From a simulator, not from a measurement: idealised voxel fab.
A process module follows: voxel quadruple lines.
We display cut, a cross-section 285 nm in width whose square cells are each 5 nm.
Cross-section = grid of square cells, listed top down in bands; band = one or more rows.
Top, bottom (nm), then materials left to right with widths (nm); lone material tagged "edge to edge" fills the whole band edge to edge; "air" = empty space.
The reference from which all heights are counted is 0, the level beneath which the as-received wafer is entirely one material; the lowest band, having no lower bound, proceeds downward and is written after the example "z 0 and below".
It should be noted that a width expressed as "30 to 40" varies in equal increments from row to row of cells within the band, taking the value of the first number at the top row and that of the second number at the bottom row.
Take "no modification" at face value: in the step it is given for, the cross-section changed in none of its cells.
So "Encapsulated voids" is basically the list of trapped voids: any empty space of 8 cells or more that can't reach the top through an opening. They're written width x height at distance, the distance being from the left edge, and it's all nm.
Where a step's line continues beyond its settings, the continuation is a remark by the simulator itself on that step.
overlay nm: right-of-plan distance of the mask on a masked step; negative values mean left-of-plan.
## The planned process steps are enumerated hereunder
1. RECEIVE,material Si
2. CONFORMAL_DEP,material Al2O3,thk nm 10
3. DIRECTIONAL_DEP,material W,thk nm 10
4. DIRECTIONAL_DEP,material polySi,thk nm 20
5. DIRECTIONAL_DEP,material aC,thk nm 25
6. PATTERN,tone cover,mask id MANDREL,material resist,width nm 30,pitch nm 80,thk nm 35,overlay nm 0
7. DIRECTIONAL_ETCH,etch materials aC,depth nm 25
8. STRIP,etch materials resist
9. CONFORMAL_DEP,material SiO2,thk nm 10
10. DIRECTIONAL_ETCH,etch materials SiO2,depth nm 10
11. STRIP,etch materials aC
12. DIRECTIONAL_ETCH,etch materials polySi,depth nm 20
13. STRIP,etch materials SiO2
14. CONFORMAL_DEP,material SiCN,thk nm 10
15. DIRECTIONAL_ETCH,etch materials SiCN,depth nm 10
16. STRIP,etch materials polySi
17. DIRECTIONAL_ETCH,etch materials W,depth nm 10
18. STRIP,etch materials SiCN
## Incoming wafer in cross-section (state: after step 1)
    z 0 and below  Si edge to edge
    Encapsulated voids: none
## Here's the cross-section of the first of our two wafers at the end of the module - it ran as planned
    z 20 to 10  65 nm air  10 nm W  10 nm air  10 nm W  10 nm air  10 nm W  10 nm air  10 nm W  10 nm air  10 nm W  10 nm air  10 nm W  10 nm air  10 nm W  10 nm air  10 nm W  70 nm air
    z 10 to 0  Al2O3 edge to edge
    z 0 and below  Si edge to edge
    Encapsulated voids: none
## Cross-sectional view: second of two wafers, end of module; start and plan identical to the first, one mistake in running
    z 20 to 10  60 nm air  10 nm W  10 nm air  10 nm W  20 nm air  10 nm W  10 nm air  20 nm W  10 nm air  10 nm W  20 nm air  10 nm W  10 nm air  10 nm W  65 nm air
    z 10 to 0  Al2O3 edge to edge
    z 0 and below  Si edge to edge
    Encapsulated voids: none
what went wrong: step 6 changed vs plan, executed as PATTERN,tone cover,mask id MANDREL,material resist,width nm 40,pitch nm 80,thk nm 35,overlay nm 0
At the end, each material covers as many cells on the second wafer as it does on the first, though the cells it covers are elsewhere.
